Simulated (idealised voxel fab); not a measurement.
process module | voxel wiring stack
cross-section cut | 215 nm wide | cells 5 nm
A cross-section is a grid of square cells, given in bands from the top down. A band is one or more rows of cells.
Each band's line starts with the height of the band's top and of its bottom, in nm. Then come its materials from left to right, each with its width in nm. One material with "throughout" fills the band from edge to edge. "air" is empty space.
Height 0 is the level under which the wafer as received is all one material. The lowest band goes on downwards, as in "0 down".
A width such as "30 to 40" changes by the same amount from each row of cells to the next, from the band's top row to its bottom row.
"no change" after a step means that no cell of the cross-section changed.
closed voids: empty space of 8 cells or more with no open way to the top, each as width x height at its distance from the left edge, in nm
after a step's settings: what the simulator itself notes on the step
overlay nm, on a step with a mask: how far to the right of its planned place the mask lay; to the left if negative
plan
1 op RECEIVE | material Si
2 op CONFORMAL_DEP | material SiO2 | thk nm 10
3 op DIRECTIONAL_DEP | material TiN | thk nm 5
4 op DIRECTIONAL_DEP | material Ru | thk nm 15
5 op MASKED_ETCH | tone cover | mask id METAL_1 | width nm 25 | pitch nm 50 | etch materials Ru | depth nm 15 | overlay nm 0
6 op MASKED_ETCH | tone cover | mask id METAL_1 | width nm 25 | pitch nm 50 | etch materials TiN | depth nm 5 | overlay nm 0
7 op FILL_DEP | material lowk | thk nm 5
8 op CMP | height nm 30
9 op CONFORMAL_DEP | material SiCN | thk nm 5
10 op DIRECTIONAL_DEP | material SiO2 | thk nm 15
11 op PATTERN | tone open | mask id PLUG_1 | material resist | width nm 15 | thk nm 15 | overlay nm 0
12 op DIRECTIONAL_ETCH | etch materials SiO2 | depth nm 15
13 op DIRECTIONAL_ETCH | etch materials SiCN | depth nm 5
14 op STRIP | etch materials resist
15 op EPI | material Ru | thk nm 10
16 op EPI | material Ru | thk nm 10
17 op DIRECTIONAL_DEP | material TiN | thk nm 5
18 op DIRECTIONAL_DEP | material Ru | thk nm 20
19 op DIRECTIONAL_DEP | material aC | thk nm 15
20 op PATTERN | tone cover | mask id METAL_2 | material resist | width nm 25 | pitch nm 50 | thk nm 35 | overlay nm 0
21 op DIRECTIONAL_ETCH | etch materials aC | depth nm 15
22 op STRIP | etch materials resist
23 op DIRECTIONAL_ETCH | etch materials Ru | depth nm 20
24 op DIRECTIONAL_ETCH | etch materials TiN | depth nm 5
25 op STRIP | etch materials aC
26 op CONFORMAL_DEP | material SiN | thk nm 5
27 op FILL_DEP | material SiO2 | thk nm 5
28 op CMP | height nm 75
29 op CONFORMAL_DEP | material SiCN | thk nm 5
30 op DIRECTIONAL_DEP | material lowk | thk nm 10
31 op MASKED_ETCH | tone open | mask id PLUG_2 | width nm 15 | pitch nm 50 | etch materials lowk | depth nm 10 | overlay nm 0
32 op MASKED_ETCH | tone open | mask id PLUG_2 | width nm 15 | pitch nm 50 | etch materials SiCN | depth nm 5 | overlay nm 0
33 op CONFORMAL_DEP | material TiN | thk nm 5
34 op FILL_DEP | material Ru | thk nm 10
35 op CMP | height nm 90
36 op CONFORMAL_DEP | material SiCN | thk nm 5
37 op DIRECTIONAL_DEP | material SiO2 | thk nm 20
38 op PATTERN | tone open | mask id METAL_3 | material resist | width nm 25 | pitch nm 50 | thk nm 15 | overlay nm 0
39 op DIRECTIONAL_ETCH | etch materials SiO2 | depth nm 20
40 op DIRECTIONAL_ETCH | etch materials SiCN | depth nm 5
41 op STRIP | etch materials resist
42 op CONFORMAL_DEP | material TiN | thk nm 5
43 op FILL_DEP | material W | thk nm 10
44 op CMP | height nm 115
45 op EPI | material Ru | thk nm 5
46 op FILL_DEP | material SiCN | thk nm 5
47 op DIRECTIONAL_DEP | material lowk | thk nm 30
48 op DIRECTIONAL_DEP | material aC | thk nm 10
49 op PATTERN | tone open | mask id METAL_4_HOLES | material resist | width nm 15 | thk nm 30 | overlay nm 0
50 op DIRECTIONAL_ETCH | etch materials aC | depth nm 10
51 op STRIP | etch materials resist
52 op DIRECTIONAL_ETCH | etch materials lowk | depth nm 30
53 op STRIP | etch materials aC
54 op DIRECTIONAL_DEP | material aC | thk nm 10
55 op PATTERN | tone open | mask id METAL_4 | material resist | width nm 25 | pitch nm 50 | thk nm 25 | overlay nm 0
56 op DIRECTIONAL_ETCH | etch materials aC | depth nm 10
57 op STRIP | etch materials resist
58 op DIRECTIONAL_ETCH | etch materials lowk | depth nm 15
59 op DIRECTIONAL_ETCH | etch materials SiCN | depth nm 5
60 op STRIP | etch materials aC
61 op CONFORMAL_DEP | material TiN | thk nm 5
62 op FILL_DEP | material Cu | thk nm 5
63 op CMP | height nm 155
64 op CONFORMAL_DEP | material SiN | thk nm 5
as received, after step 1
  0 down: Si throughout
  closed voids: none
a wafer at the end: this start, this plan, one mistake
  160 to 155: SiN throughout
  155 to 145: lowk 70 | TiN 5 | Cu 15 | TiN 5 | lowk 25 | TiN 5 | Cu 15 | TiN 5 | lowk 70
  145 to 140: lowk 70 | TiN 5 | Cu 5 | TiN 15 | lowk 25 | TiN 25 | lowk 70
  140 to 125: lowk 70 | TiN 5 | Cu 5 | TiN 5 | lowk 130
  125 to 120: SiCN 70 | TiN 15 | SiCN 130
  120 to 115: SiCN 65 | Ru 35 | SiCN 15 | Ru 35 | SiCN 65
  115 to 95: SiO2 70 | TiN 5 | W 15 | TiN 5 | SiO2 25 | TiN 5 | W 15 | TiN 5 | SiO2 70
  95 to 90: SiCN 70 | TiN 25 | SiCN 25 | TiN 25 | SiCN 70
  90 to 80: lowk 70 | TiN 5 | Ru 5 | TiN 5 | lowk 35 | TiN 5 | Ru 5 | TiN 5 | lowk 80
  80 to 75: SiCN 70 | TiN 15 | SiCN 35 | TiN 15 | SiCN 80
  75 to 55: SiCN throughout
  55 to 50: TiN throughout
  50 to 35: SiO2 70 | Ru 15 | SiO2 130
  35 to 30: SiCN 70 | Ru 15 | SiCN 130
  30 to 15: lowk 70 | Ru 25 | lowk 25 | Ru 25 | lowk 70
  15 to 10: lowk 70 | TiN 25 | lowk 25 | TiN 25 | lowk 70
  10 to 0: SiO2 throughout
  0 down: Si throughout
  closed voids: none
what went wrong: step 18 ran as: op DIRECTIONAL_DEP | material SiCN | thk nm 20
